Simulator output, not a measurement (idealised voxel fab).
A process module follows: voxel trench capacitor.
The width of the displayed cross-section, cut, is 255 nm; its cells are square, with a size of 5 nm.
Think of the cross-section as a grid of square cells. We describe it in bands, top to bottom, and each band covers one or more rows of those cells. Basically the band line says how high the top is and how high the bottom is, in nm, and then what's in it from left to right, every material with its width in nm. Empty space shows up as "air", and if a single material carries "all across" it runs the full band edge to edge. For the purposes of this specification, 0 denotes the height below which the wafer in its as-received condition is composed wholly of one material, and the lowermost band, lacking a lower limit, extends downward without end, as expressed in "z 0 and below". Top row gets the first number, bottom row gets the second, and each row in between changes by the same step: that is how a band width like "30->40" works. "no modifications" (step): cross-section cells unchanged, all of them. Listed in "Sealed void list": every empty space of 8 or more cells without an open way to the top. Form: width x height at distance, the distance being from the left edge, all in nm. Step line, after settings: the simulator's comment on this step. Among the settings permitted on a step's line is "overlay nm"; applied to a step with a mask, it specifies the extent to which the mask lay to the right of its planned position, whereas a negative figure signifies a position to the left.
### Set out below are the planned steps of the process
1,RECEIVE, material Si
2,CONFORMAL_DEP, material SiN, thk nm 10
3,MASKED_ETCH, tone open, mask id TRENCH, width nm 25, pitch nm 50, etch materials SiN, depth nm 10, overlay nm 0
4,MASKED_ETCH, tone open, mask id TRENCH, width nm 25, pitch nm 50, etch materials Si, depth nm 40, overlay nm 0
5,CONFORMAL_DEP, material Al2O3, thk nm 5
6,CONFORMAL_DEP, material TiN, thk nm 5
7,FILL_DEP, material W, thk nm 5
8,CMP, height nm 10
### Wafer at receipt (post step 1), cross-section
* z 0 and below | Si all across
* Sealed void list: none
### First of two wafers at the end of the module, shown in cross-section; run carried out as planned
* z 10 to 0 | SiN (90), then Al2O3 (5), then TiN (5), then W (5), then TiN (5), then Al2O3 (5), then SiN (25), then Al2O3 (5), then TiN (5), then W (5), then TiN (5), then Al2O3 (5), then SiN (90)
* z 0 to -30 | Si (90), then Al2O3 (5), then TiN (5), then W (5), then TiN (5), then Al2O3 (5), then Si (25), then Al2O3 (5), then TiN (5), then W (5), then TiN (5), then Al2O3 (5), then Si (90)
* z -30 to -35 | Si (90), then Al2O3 (5), then TiN (15), then Al2O3 (5), then Si (25), then Al2O3 (5), then TiN (15), then Al2O3 (5), then Si (90)
* z -35 to -40 | Si (90), then Al2O3 (25), then Si (25), then Al2O3 (25), then Si (90)
* z -40 and below | Si all across
* Sealed void list: none
### second wafer at the end: like start, like plan, one mistake
* z 10 to 0 | Al2O3 all across
* z 0 and below | Si all across
* Sealed void list: none
The mistake made against the process plan was this: step 2, actual vs plan mismatch, actual run CONFORMAL_DEP, material Al2O3, thk nm 10
Final difference in cells, second wafer against first, listed per material as more or fewer: Al2O3 +56 | Si +80 | SiN -82 | TiN -38 | W -16
